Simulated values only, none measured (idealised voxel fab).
Documented hereafter: the process module known as voxel self aligned vias.
Section shown: cut. Width: 165 nm. Cell size: 5 nm, square.
Cross-sections here: square-cell grids, written as top-down lists of bands, a band being one or more rows of cells.
What a band's entry tells you: where the top is and where the bottom is, as heights in nm, and after that what lies inside, material by material from left to right, each with its width in nm. Empty space is written as the word "blank", and a single material marked with the word "throughout" occupies the band from edge to edge.
Heights are measured from 0, the level below which the as-received wafer is all one material; the lowest band has no bottom and continues downward, written as in "z 0 and below".
Width: "30->40" (first number = top row, second number = bottom row, same change from row to row of cells).
"nothing altered", as given for a step, is the statement that not any cell of the cross-section underwent a change during that step.
"Voids, enclosed": sealed empty spaces, 8 cells or more, no open way to top, listed width x height at distance, with distance from the left edge and width, height and distance in nm.
What comes after the settings on a step's line is commentary from the simulator itself on that step.
"overlay nm", when on a step's line for a step with a mask, measures how far to the right of its planned place the mask lay; a negative measure means to the left.

# Process steps foreseen in the plan
| 1 | RECEIVE | material Si |
| 2 | CONFORMAL_DEP | material SiO2 | thk nm 10 |
| 3 | CONFORMAL_DEP | material SiCN | thk nm 5 |
| 4 | DIRECTIONAL_DEP | material lowk | thk nm 25 |
| 5 | PATTERN | tone open | mask id LINES | material resist | width nm 20 | pitch nm 70 | thk nm 15 | overlay nm 0 |
| 6 | DIRECTIONAL_ETCH | etch materials lowk | depth nm 25 |
| 7 | STRIP | etch materials resist |
| 8 | CONFORMAL_DEP | material TiN | thk nm 5 |
| 9 | FILL_DEP | material Ru | thk nm 10 |
| 10 | CMP | height nm 40 |
| 11 | SELECTIVE_ETCH | etch materials W Ru TiN | depth nm 10 |
| 12 | FILL_DEP | material SiN | thk nm 10 |
| 13 | CMP | height nm 40 |
| 14 | DIRECTIONAL_DEP | material lowk | thk nm 20 |
| 15 | MASKED_ETCH | tone open | mask id VIAS | width nm 40 | etch materials lowk | depth nm 20 | overlay nm 0 |
| 16 | MASKED_ETCH | tone open | mask id VIAS | width nm 40 | etch materials SiN | depth nm 10 | overlay nm 0 |
| 17 | CONFORMAL_DEP | material TiN | thk nm 5 |
| 18 | FILL_DEP | material Ru | thk nm 5 |
| 19 | CMP | height nm 60 |
| 20 | CONFORMAL_DEP | material SiCN | thk nm 5 |

# As-received state of the wafer in cross-section, equivalent to post-step 1
z 0 and below  Si throughout
Voids, enclosed: none

# Here's the cross-section of the first of our two wafers at the end of the module - it ran as planned
z 65 to 60  SiCN throughout
z 60 to 45  lowk: 25 | TiN: 5 | Ru: 30 | TiN: 5 | lowk: 100
z 45 to 40  lowk: 25 | TiN: 15 | Ru: 10 | TiN: 15 | lowk: 100
z 40 to 35  lowk: 35 | TiN: 5 | Ru: 10 | TiN: 5 | lowk: 50 | SiN: 20 | lowk: 40
z 35 to 30  lowk: 35 | TiN: 20 | lowk: 50 | SiN: 20 | lowk: 40
z 30 to 20  lowk: 35 | TiN: 5 | Ru: 10 | TiN: 5 | lowk: 50 | TiN: 5 | Ru: 10 | TiN: 5 | lowk: 40
z 20 to 15  lowk: 35 | TiN: 20 | lowk: 50 | TiN: 20 | lowk: 40
z 15 to 10  SiCN throughout
z 10 to 0  SiO2 throughout
z 0 and below  Si throughout
Voids, enclosed: none

# Here is the second of the two wafers cut open at the end of the module - same start, same plan as the first one, but we made one mistake running it
z 65 to 60  SiCN throughout
z 60 to 40  lowk: 25 | TiN: 5 | Ru: 30 | TiN: 5 | lowk: 100
z 40 to 35  lowk: 25 | TiN: 5 | Ru: 30 | TiN: 5 | lowk: 40 | SiN: 20 | lowk: 40
z 35 to 30  lowk: 25 | TiN: 40 | lowk: 40 | SiN: 20 | lowk: 40
z 30 to 20  lowk: 25 | TiN: 15 | Ru: 10 | TiN: 15 | lowk: 40 | TiN: 5 | Ru: 10 | TiN: 5 | lowk: 40
z 20 to 15  lowk: 35 | TiN: 20 | lowk: 50 | TiN: 20 | lowk: 40
z 15 to 10  SiCN throughout
z 10 to 0  SiO2 throughout
z 0 and below  Si throughout
Voids, enclosed: none
The mistake made against the process plan was this: it should be noted that step 15 of the plan was executed twice
Final comparison by cell count, materials where the second wafer has more or fewer than the first: 8 more of Ru, 8 more of TiN, 16 fewer of lowk
